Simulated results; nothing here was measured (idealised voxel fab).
process module | voxel double patterning
cross-section cut | 295 nm wide | cells 5 nm
A cross-section is a grid of square cells, given in bands from the top down. A band is one or more rows of cells.
Each band's line starts with the height of the band's top and of its bottom, in nm. Then come its materials from left to right, each with its width in nm. One material with "throughout" fills the band from edge to edge. "air" is empty space.
Height 0 is the level under which the wafer as received is all one material. The lowest band goes on downwards, as in "0 down".
A width such as "30 to 40" changes by the same amount from each row of cells to the next, from the band's top row to its bottom row.
"no change" after a step means that no cell of the cross-section changed.
closed voids: empty space of 8 cells or more with no open way to the top, each as width x height at its distance from the left edge, in nm
after a step's settings: what the simulator itself notes on the step
overlay nm, on a step with a mask: how far to the right of its planned place the mask lay; to the left if negative
plan
1 op RECEIVE | material Si
2 op CONFORMAL_DEP | material SiO2 | thk nm 5
3 op DIRECTIONAL_DEP | material W | thk nm 20
4 op DIRECTIONAL_DEP | material SiN | thk nm 10
5 op MASKED_ETCH | tone open | mask id FIRST | width nm 15 | pitch nm 50 | etch materials SiN | depth nm 10 | overlay nm 0
6 op DIRECTIONAL_DEP | material aC | thk nm 10
7 op PATTERN | tone open | mask id SECOND | material resist | width nm 15 | pitch nm 50 | thk nm 30 | overlay nm 0
8 op DIRECTIONAL_ETCH | etch materials aC | depth nm 10
9 op STRIP | etch materials resist
10 op DIRECTIONAL_ETCH | etch materials SiN | depth nm 10
11 op STRIP | etch materials aC
12 op DIRECTIONAL_ETCH | etch materials W | depth nm 20
13 op STRIP | etch materials SiN
as received, after step 1
  0 down: Si throughout
  closed voids: none
first wafer at the end, as planned
  25 to 5: W 90 | air 15 | W 10 | air 15 | W 10 | air 15 | W 10 | air 15 | W 10 | air 15 | W 90
  5 to 0: SiO2 throughout
  0 down: Si throughout
  closed voids: none
second wafer at the end: like start, like plan, one mistake
  20 to 0: W 90 | air 15 | W 10 | air 15 | W 10 | air 15 | W 10 | air 15 | W 10 | air 15 | W 90
  0 down: Si throughout
  closed voids: none
what went wrong: step 2 was left out
at the end the second wafer has, in cells: 59 fewer of SiO2
